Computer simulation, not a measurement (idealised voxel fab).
process module | voxel tone inversion
cross-section cut | 210 nm wide | cells 5 nm
A cross-section is a grid of square cells, given in bands from the top down. A band is one or more rows of cells.
Each band's line starts with the height of the band's top and of its bottom, in nm. Then come its materials from left to right, each with its width in nm. One material with "throughout" fills the band from edge to edge. "air" is empty space.
Height 0 is the level under which the wafer as received is all one material. The lowest band goes on downwards, as in "0 down".
A width such as "30 to 40" changes by the same amount from each row of cells to the next, from the band's top row to its bottom row.
"no change" after a step means that no cell of the cross-section changed.
closed voids: empty space of 8 cells or more with no open way to the top, each as width x height at its distance from the left edge, in nm
after a step's settings: what the simulator itself notes on the step
overlay nm, on a step with a mask: how far to the right of its planned place the mask lay; to the left if negative
plan
1 op RECEIVE | material Si
2 op CONFORMAL_DEP | material SiCN | thk nm 10
3 op DIRECTIONAL_DEP | material aC | thk nm 15
4 op PATTERN | tone cover | mask id POSTS | material resist | width nm 15 | pitch nm 30 | thk nm 25 | overlay nm 0
5 op DIRECTIONAL_ETCH | etch materials aC | depth nm 15
6 op STRIP | etch materials resist
7 op FILL_DEP | material lowk | thk nm 10
8 op CMP | height nm 25
9 op STRIP | etch materials aC
first wafer, as planned
as received, after step 1
  0 down: Si throughout
  closed voids: none
after step 2
  10 to 0: SiCN throughout
  below 0: unchanged
after step 3
  25 to 10: aC throughout
  below 10: unchanged
after step 4
  50 to 25: air 80 | resist 15 | air 15 | resist 15 | air 85
  below 25: unchanged
after step 5
  35 to 25: air 80 | resist 15 | air 15 | resist 15 | air 85
  25 to 10: air 80 | aC 15 | air 15 | aC 15 | air 85
  below 10: unchanged
after step 6
  25 to 10: air 80 | aC 15 | air 15 | aC 15 | air 85
  below 10: unchanged
after step 7
  35 to 25: lowk throughout
  25 to 10: lowk 80 | aC 15 | lowk 15 | aC 15 | lowk 85
  below 10: unchanged
after step 8
  25 to 10: lowk 80 | aC 15 | lowk 15 | aC 15 | lowk 85
  below 10: unchanged
after step 9
  25 to 10: lowk 80 | air 15 | lowk 15 | air 15 | lowk 85
  below 10: unchanged
second wafer: like start, like plan, one mistake. Through step 1 it matches the first wafer
when step 2 should have ended: no change
when step 3 should have ended
  15 to 0: aC throughout
  below 0: unchanged
when step 4 should have ended
  40 to 15: air 80 | resist 15 | air 15 | resist 15 | air 85
  below 15: unchanged
when step 5 should have ended
  25 to 15: air 80 | resist 15 | air 15 | resist 15 | air 85
  15 to 0: air 80 | aC 15 | air 15 | aC 15 | air 85
  below 0: unchanged
when step 6 should have ended
  15 to 0: air 80 | aC 15 | air 15 | aC 15 | air 85
  below 0: unchanged
when step 7 should have ended
  25 to 15: lowk throughout
  15 to 0: lowk 80 | aC 15 | lowk 15 | aC 15 | lowk 85
  below 0: unchanged
when step 8 should have ended: no change
when step 9 should have ended: no change
what went wrong: step 2 was left out
at the end the second wafer has, in cells: 84 fewer of SiCN | 18 more of aC | 84 more of lowk
